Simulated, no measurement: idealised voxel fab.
You're looking at the process module voxel self aligned contacts.
cross-section cut | 220 nm wide | cells 5 nm
Heads up, the way a cross-section reads in here is a grid of square cells, handed over as bands from the top down, with every band being one or more rows of cells.
The band entry comprises the height of the band's top followed by the height of its bottom, expressed in nm, and subsequently the band's materials from left to right, each stated together with its width in nm. Where a single material is marked with the word "all across", that material fills the band from edge to edge. The word "air" represents empty space.
We count height from 0. Below that, the starting wafer is all one material. The lowest band never ends at the bottom but goes on down; see "0 down" for how that is written.
With a width like "30..40", each row of cells in the band differs from the next by the same amount, the top row carrying the first number and the bottom row the second.
The designation "remained unchanged", where it is given for a processing step, indicates that no cell of the cross-section was altered in the course of that step.
Enclosed voids (no open way to top), threshold 8 cells or more, entry "Unvented cavities", notation width x height at distance, distance from left edge, nm.
Post-settings text on a step line: simulator's own remark regarding the step.
Regarding "overlay nm": on a step with a mask, it is the distance the mask lay to the right of its planned place; a negative value places it to the left.
### Set out below are the planned steps of the process
1,RECEIVE with material Si
2,CONFORMAL_DEP with material SiO2, thk nm 5
3,DIRECTIONAL_DEP with material polySi, thk nm 20
4,DIRECTIONAL_DEP with material SiN, thk nm 15
5,DIRECTIONAL_DEP with material aC, thk nm 15
6,PATTERN with tone cover, mask id GATE, material resist, width nm 30, pitch nm 65, thk nm 35, overlay nm 0
7,DIRECTIONAL_ETCH with etch materials aC, depth nm 15
8,STRIP with etch materials resist
9,DIRECTIONAL_ETCH with etch materials SiN, depth nm 15
10,DIRECTIONAL_ETCH with etch materials polySi, depth nm 20
11,STRIP with etch materials aC
12,CONFORMAL_DEP with material SiN, thk nm 5
13,DIRECTIONAL_ETCH with etch materials SiN, depth nm 5
14,FILL_DEP with material SiO2, thk nm 15
15,CMP with height nm 45
16,MASKED_ETCH with tone open, mask id CONTACT, width nm 45, etch materials SiO2, depth nm 45, overlay nm 0
17,CONFORMAL_DEP with material TiN, thk nm 5
18,FILL_DEP with material Ru, thk nm 10
19,CMP with height nm 45
20,CONFORMAL_DEP with material SiCN, thk nm 5
### Wafer as received: cross-section following step 1
    0 down | Si all across
    Unvented cavities: none
### Wafer cross-section at end of module: start and plan as shown above, one execution error
    50 to 45 | SiCN all across
    45 to 40 | 85 of SiO2; 15 of TiN; 15 of Ru; 15 of TiN; 90 of SiO2
    40 to 25 | 55 of SiO2; 40 of SiN; 5 of TiN; 15 of Ru; 5 of TiN; 40 of SiN; 60 of SiO2
    25 to 15 | 55 of SiO2; 5 of SiN; 30 of polySi; 5 of SiN; 5 of TiN; 15 of Ru; 5 of TiN; 5 of SiN; 30 of polySi; 5 of SiN; 60 of SiO2
    15 to 10 | 55 of SiO2; 5 of SiN; 30 of polySi; 5 of SiN; 25 of TiN; 5 of SiN; 30 of polySi; 5 of SiN; 60 of SiO2
    10 to 5 | 60 of SiN; 30 of polySi; 35 of SiN; 30 of polySi; 65 of SiN
    5 to 0 | SiO2 all across
    0 down | Si all across
    Unvented cavities: none
What went wrong in running the wafer? the processing plan was not followed for steps 12 and 13, which were run with their positions exchanged
